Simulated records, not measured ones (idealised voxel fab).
Herein follows the process module entitled voxel double patterning.
FYI the section here is cut, 295 nm wide, cells are 5 nm squares.
Cross-section format: a grid of square cells, given as bands from top to bottom; each band is one or more rows of cells.
Band: top and bottom heights (nm) first, top before bottom; then materials from left to right, widths in nm. "edge to edge" marks a sole material filling the band edge to edge. "air" denotes empty space.
A quick word on heights: they are counted from 0, and under that level the wafer as it came to us is one material throughout. The lowest band is different from the rest in having no bottom; it simply continues downward, written as in "0 -> down".
The width entry "30 to 40" should be interpreted row by row: the top row of cells in the band takes the first number, the bottom row takes the second number, and the change between adjacent rows is uniform throughout.
"all unchanged", as given for a step, is the statement that not any cell of the cross-section underwent a change during that step.
The entry titled "Enclosed void list" provides the empty spaces that have no open way to the top, restricted to those of 8 cells or more. Each is presented as width x height at distance, the distance being measured from the left edge, with all three in nm.
Step line, after settings: the simulator's comment on this step.
When a step includes a mask, the "overlay nm" setting on its line states how far to the right of its planned place that mask lay, and negative values state how far to the left.

-- Set out below are the planned steps of the process
1 op RECEIVE | material Si
2 op CONFORMAL_DEP | material SiN | thk nm 10
3 op DIRECTIONAL_DEP | material SiO2 | thk nm 20
4 op DIRECTIONAL_DEP | material SiCN | thk nm 10
5 op PATTERN | tone open | mask id FIRST | material resist | width nm 15 | pitch nm 50 | thk nm 15 | overlay nm 0
6 op DIRECTIONAL_ETCH | etch materials SiCN | depth nm 10
7 op STRIP | etch materials resist
8 op DIRECTIONAL_DEP | material aC | thk nm 15
9 op PATTERN | tone open | mask id SECOND | material resist | width nm 15 | thk nm 35 | overlay nm 0
10 op DIRECTIONAL_ETCH | etch materials aC | depth nm 15
11 op STRIP | etch materials resist
12 op DIRECTIONAL_ETCH | etch materials SiCN | depth nm 10
13 op STRIP | etch materials aC
14 op DIRECTIONAL_ETCH | etch materials SiO2 | depth nm 20
15 op STRIP | etch materials SiCN

-- Incoming wafer in cross-section (state: after step 1)
  0 -> down: Si edge to edge
  Enclosed void list: none

-- End state of the module in cross-section, given the above starting point and plan and one mistake in execution
  30 -> 10: 140 air; 15 SiO2; 140 air
  10 -> 0: SiN edge to edge
  0 -> down: Si edge to edge
  Enclosed void list: none
Processing error: step 9 was not run as planned; what actually ran was op PATTERN | tone cover | mask id SECOND | material resist | width nm 15 | thk nm 35 | overlay nm 0
